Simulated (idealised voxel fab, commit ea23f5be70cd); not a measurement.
This is a process module. Its name is voxel air gaps.
The cross-section shown here is cut; it is 265 nm wide and divided into square cells measuring 5 nm on a side.
Square cells in a grid make up a cross-section in this document, and the grid is given as bands, listed from the top down, each one or more rows of cells.
Per band: top height and bottom height in nm, followed by the left-to-right materials and their widths in nm; "throughout" marks a single material spanning edge to edge, "blank" marks empty space.
Height 0 is the level under which the wafer as received is all one material. The lowest band goes on downwards, as in "from 0 down".
Width spec "30..40" -> top row of cells at first value, bottom row at second value, equal per-row change in between.
You'll sometimes find "no change occurred" written for a step, and that's the way of saying that nowhere in the cross-section did a cell change during that step.
If an empty space has no open way to the top and is at least 8 cells in size, "Enclosed void entries" lists it, written width x height at distance, where distance is measured from the left edge and every value is in nm.
Step line, after settings: the simulator's comment on this step.
overlay nm: where the mask lay relative to plan, measured to the right, on steps with a mask; negatives go left.
Intended process steps
1 RECEIVE, material Si
2 CONFORMAL_DEP, material SiO2, thk nm 10
3 CONFORMAL_DEP, material SiCN, thk nm 5
4 DIRECTIONAL_DEP, material lowk, thk nm 40
5 MASKED_ETCH, tone open, mask id LINES, width nm 20, pitch nm 45, etch materials lowk, depth nm 40, overlay nm 0
6 CONFORMAL_DEP, material TiN, thk nm 5
7 FILL_DEP, material W, thk nm 5
8 CMP, height nm 55
9 EPI, material Ru, thk nm 10
10 SELECTIVE_ETCH, etch materials lowk, depth nm 50
11 CONFORMAL_DEP, material SiCN, thk nm 5
As received, after step 1
* from 0 down = Si throughout
* Enclosed void entries: none
First wafer at the end, as planned
* from 70 to 65 = 60 blank | 140 SiCN | 65 blank
* from 65 to 55 = 60 blank | 5 SiCN | 40 Ru | 5 SiCN | 40 Ru | 5 SiCN | 40 Ru | 5 SiCN | 65 blank
* from 55 to 50 = 60 blank | 15 SiCN | 5 TiN | 10 W | 5 TiN | 25 SiCN | 5 TiN | 10 W | 5 TiN | 25 SiCN | 5 TiN | 10 W | 5 TiN | 15 SiCN | 65 blank
* from 50 to 20 = 70 blank | 5 SiCN | 5 TiN | 10 W | 5 TiN | 5 SiCN | 15 blank | 5 SiCN | 5 TiN | 10 W | 5 TiN | 5 SiCN | 15 blank | 5 SiCN | 5 TiN | 10 W | 5 TiN | 5 SiCN | 75 blank
* from 20 to 15 = 75 SiCN | 20 TiN | 25 SiCN | 20 TiN | 25 SiCN | 20 TiN | 80 SiCN
* from 15 to 10 = SiCN throughout
* from 10 to 0 = SiO2 throughout
* from 0 down = Si throughout
* Enclosed void entries: 15 x 30 at 100; 15 x 30 at 145
Here is the second of the two wafers cut open at the end of the module - same start, same plan as the first one, but we made one mistake running it
* from 70 to 65 = 60 blank | 140 SiCN | 65 blank
* from 65 to 55 = 60 blank | 5 SiCN | 40 Ru | 5 SiCN | 40 Ru | 5 SiCN | 40 Ru | 5 SiCN | 65 blank
* from 55 to 50 = 60 blank | 15 SiCN | 5 Ru | 10 W | 5 Ru | 25 SiCN | 5 Ru | 10 W | 5 Ru | 25 SiCN | 5 Ru | 10 W | 5 Ru | 15 SiCN | 65 blank
* from 50 to 20 = 70 blank | 5 SiCN | 5 Ru | 10 W | 5 Ru | 5 SiCN | 15 blank | 5 SiCN | 5 Ru | 10 W | 5 Ru | 5 SiCN | 15 blank | 5 SiCN | 5 Ru | 10 W | 5 Ru | 5 SiCN | 75 blank
* from 20 to 15 = 75 SiCN | 20 Ru | 25 SiCN | 20 Ru | 25 SiCN | 20 Ru | 80 SiCN
* from 15 to 10 = SiCN throughout
* from 10 to 0 = SiO2 throughout
* from 0 down = Si throughout
* Enclosed void entries: 15 x 30 at 100; 15 x 30 at 145
Deviation noted in wafer processing: step 6 ran differently from the plan; actual operation with settings: CONFORMAL_DEP, material Ru, thk nm 5
The final cell counts differ between the wafers, with the second having more or fewer of some materials than the first: 54 more of Ru | 54 fewer of TiN
